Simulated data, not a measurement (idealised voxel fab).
process module | voxel transistor to metal
cross-section cut | 150 nm wide | cells 5 nm
A cross-section is a grid of square cells, given in bands from the top down. A band is one or more rows of cells.
Each band's line starts with the height of the band's top and of its bottom, in nm. Then come its materials from left to right, each with its width in nm. One material with "throughout" fills the band from edge to edge. "air" is empty space.
Height 0 is the level under which the wafer as received is all one material. The lowest band goes on downwards, as in "0 down".
A width such as "30 to 40" changes by the same amount from each row of cells to the next, from the band's top row to its bottom row.
"no change" after a step means that no cell of the cross-section changed.
closed voids: empty space of 8 cells or more with no open way to the top, each as width x height at its distance from the left edge, in nm
after a step's settings: what the simulator itself notes on the step
overlay nm, on a step with a mask: how far to the right of its planned place the mask lay; to the left if negative
plan
1 op RECEIVE | material Si
2 op CONFORMAL_DEP | material SiO2 | thk nm 5
3 op CONFORMAL_DEP | material SiN | thk nm 10
4 op DIRECTIONAL_DEP | material aC | thk nm 15
5 op PATTERN | tone cover | mask id ACTIVE | material resist | width nm 115 | thk nm 35 | overlay nm 0
6 op DIRECTIONAL_ETCH | etch materials aC | depth nm 15
7 op STRIP | etch materials resist
8 op DIRECTIONAL_ETCH | etch materials SiN | depth nm 10
9 op DIRECTIONAL_ETCH | etch materials SiO2 | depth nm 5
10 op DIRECTIONAL_ETCH | etch materials Si | depth nm 35
11 op STRIP | etch materials aC
12 op FILL_DEP | material SiO2 | thk nm 10
13 op CMP | height nm 15
14 op SELECTIVE_ETCH | etch materials SiO2 | depth nm 5
15 op STRIP | etch materials SiN
16 op SELECTIVE_ETCH | etch materials SiO2 | depth nm 5
17 op OXIDIZE | depth nm 5
18 op DIRECTIONAL_DEP | material polySi | thk nm 30
19 op DIRECTIONAL_DEP | material SiCN | thk nm 15
20 op DIRECTIONAL_DEP | material aC | thk nm 15
21 op PATTERN | tone cover | mask id GATE | material resist | width nm 35 | thk nm 35 | overlay nm 0
22 op DIRECTIONAL_ETCH | etch materials aC | depth nm 15
23 op STRIP | etch materials resist
24 op DIRECTIONAL_ETCH | etch materials SiCN | depth nm 25
25 op DIRECTIONAL_ETCH | etch materials polySi | depth nm 40
26 op STRIP | etch materials aC
27 op CONFORMAL_DEP | material SiN | thk nm 10
28 op DIRECTIONAL_ETCH | etch materials SiN | depth nm 10
29 op DIRECTIONAL_ETCH | etch materials SiO2 | depth nm 5
30 op DIRECTIONAL_ETCH | etch materials Si | depth nm 15
31 op EPI | material pSi | thk nm 15
32 op FILL_DEP | material SiO2 | thk nm 5
33 op CMP | height nm 30
34 op STRIP | etch materials polySi
35 op SELECTIVE_ETCH | etch materials SiO2 | depth nm 5
36 op CONFORMAL_DEP | material HfO2 | thk nm 5
37 op CONFORMAL_DEP | material TiN | thk nm 5
38 op FILL_DEP | material W | thk nm 5
39 op CMP | height nm 25
40 op DIRECTIONAL_DEP | material SiO2 | thk nm 10
41 op DIRECTIONAL_DEP | material aC | thk nm 15
42 op PATTERN | tone open | mask id CONTACT | material resist | width nm 15 | pitch nm 90 | thk nm 35 | overlay nm 0
43 op DIRECTIONAL_ETCH | etch materials aC | depth nm 15
44 op STRIP | etch materials resist
45 op DIRECTIONAL_ETCH | etch materials SiO2 | depth nm 25
46 op STRIP | etch materials aC
47 op CONFORMAL_DEP | material TiN | thk nm 5
48 op FILL_DEP | material Ru | thk nm 10
49 op CMP | height nm 35
50 op DIRECTIONAL_DEP | material TiN | thk nm 5
51 op DIRECTIONAL_DEP | material W | thk nm 20
52 op PATTERN | tone cover | mask id METAL_1 | material resist | width nm 15 | pitch nm 90 | thk nm 20 | overlay nm 0
53 op DIRECTIONAL_ETCH | etch materials W | depth nm 20
54 op DIRECTIONAL_ETCH | etch materials TiN | depth nm 5
55 op STRIP | etch materials resist
56 op CONFORMAL_DEP | material SiN | thk nm 5
57 op FILL_DEP | material lowk | thk nm 10
58 op CMP | height nm 60
59 op CONFORMAL_DEP | material SiCN | thk nm 5
60 op DIRECTIONAL_DEP | material lowk | thk nm 25
61 op MASKED_ETCH | tone open | mask id METAL_2 | width nm 15 | pitch nm 90 | etch materials lowk | depth nm 15 | overlay nm 0
62 op MASKED_ETCH | tone open | mask id METAL_2_HOLES | width nm 15 | pitch nm 90 | etch materials lowk | depth nm 10 | overlay nm 0
63 op MASKED_ETCH | tone open | mask id METAL_2_HOLES | width nm 15 | pitch nm 90 | etch materials SiCN | depth nm 5 | overlay nm 0
64 op CONFORMAL_DEP | material TiN | thk nm 5
65 op FILL_DEP | material Ru | thk nm 5
66 op CMP | height nm 90
67 op CONFORMAL_DEP | material SiCN | thk nm 5
varied across the wafers: thk nm of step 67. The plan shows the first wafer's value. All wafers start alike
first wafer as received, after step 1
  0 down: Si throughout
  closed voids: none
each wafer at the end: cells of each material gained (+) or lost (-) since it was received, then its closed voids
thk nm 5 | +19 HfO2 | +18 Ru | -102 Si | +54 SiCN | +64 SiN | +152 SiO2 | +67 TiN | +36 W | +200 lowk | +62 pSi | closed voids: none
thk nm 10 | +19 HfO2 | +18 Ru | -102 Si | +84 SiCN | +64 SiN | +152 SiO2 | +67 TiN | +36 W | +200 lowk | +62 pSi | closed voids: none
thk nm 15 | +19 HfO2 | +18 Ru | -102 Si | +114 SiCN | +64 SiN | +152 SiO2 | +67 TiN | +36 W | +200 lowk | +62 pSi | closed voids: none
thk nm 20 | +19 HfO2 | +18 Ru | -102 Si | +144 SiCN | +64 SiN | +152 SiO2 | +67 TiN | +36 W | +200 lowk | +62 pSi | closed voids: none
